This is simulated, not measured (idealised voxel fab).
Documented hereafter: the process module known as voxel trench capacitor.
The cross-section shown here is cut; it is 245 nm wide and divided into square cells measuring 5 nm on a side.
Cross-section = grid of square cells, listed top down in bands; band = one or more rows.
Per band: top height and bottom height in nm, followed by the left-to-right materials and their widths in nm; "full width" marks a single material spanning edge to edge, "air" marks empty space.
Heights from 0 (as-received wafer is one material below). Bottom band endless downward, as "0..down".
The expression "30..40" gives the width at the extremes of the band, the first number at its top row of cells and the second at its bottom row, with the width changing by equal amounts from each row to the next in between.
"remains unaltered", as given for a step, is the statement that not any cell of the cross-section underwent a change during that step.
Closed-off voids of 8+ cells (no open route to the top) go in "Trapped cavities", written width x height at distance from the left edge, in nm.
It should be noted that, on the line of a given step, the content following the step's settings is a remark produced by the simulator itself with respect to that step.
overlay nm: where the mask lay relative to plan, measured to the right, on steps with a mask; negatives go left.
This section lists the process steps that were planned
1. RECEIVE,material Si
2. CONFORMAL_DEP,material SiN,thk nm 10
3. MASKED_ETCH,tone open,mask id TRENCH,width nm 15,pitch nm 30,etch materials SiN,depth nm 10,overlay nm 0
4. MASKED_ETCH,tone open,mask id TRENCH,width nm 15,pitch nm 30,etch materials Si,depth nm 30,overlay nm 0
5. CONFORMAL_DEP,material Al2O3,thk nm 5
6. FILL_DEP,material polySi,thk nm 5
7. CMP,height nm 10
Cross-section of the incoming wafer, state after step 1
	0..down  Si full width
	Trapped cavities: none
Run as planned - first of the two wafers cross-sectioned at the end of the module
	10..0  SiN=70, then Al2O3=5, then polySi=5, then Al2O3=5, then SiN=15, then Al2O3=5, then polySi=5, then Al2O3=5, then SiN=15, then Al2O3=5, then polySi=5, then Al2O3=5, then SiN=15, then Al2O3=5, then polySi=5, then Al2O3=5, then SiN=70
	0..-25  Si=70, then Al2O3=5, then polySi=5, then Al2O3=5, then Si=15, then Al2O3=5, then polySi=5, then Al2O3=5, then Si=15, then Al2O3=5, then polySi=5, then Al2O3=5, then Si=15, then Al2O3=5, then polySi=5, then Al2O3=5, then Si=70
	-25..-30  Si=70, then Al2O3=15, then Si=15, then Al2O3=15, then Si=15, then Al2O3=15, then Si=15, then Al2O3=15, then Si=70
	-30..down  Si full width
	Trapped cavities: none
Second of two wafers, module complete, sectioned: it shares the first wafer's start and plan but was run with one mistake
	10..5  SiN=60, then Al2O3=5, then polySi=5, then Al2O3=5, then SiN=15, then Al2O3=5, then polySi=5, then Al2O3=5, then SiN=15, then Al2O3=5, then polySi=5, then Al2O3=5, then SiN=15, then Al2O3=5, then polySi=5, then Al2O3=5, then SiN=80
	5..0  SiN=60, then Al2O3=15, then SiN=15, then Al2O3=15, then SiN=15, then Al2O3=15, then SiN=15, then Al2O3=15, then SiN=80
	0..-30  Si=70, then Al2O3=5, then Si=25, then Al2O3=5, then Si=25, then Al2O3=5, then Si=25, then Al2O3=5, then Si=80
	-30..down  Si full width
	Trapped cavities: none
So what did we get wrong on this run? step 3 off recipe, ran as MASKED_ETCH,tone open,mask id TRENCH,width nm 15,pitch nm 30,etch materials SiN,depth nm 10,overlay nm -10
Wrapping up, a cell-based count of both wafers puts the second over or under the first for these materials: -24 Al2O3; +48 Si; -24 polySi
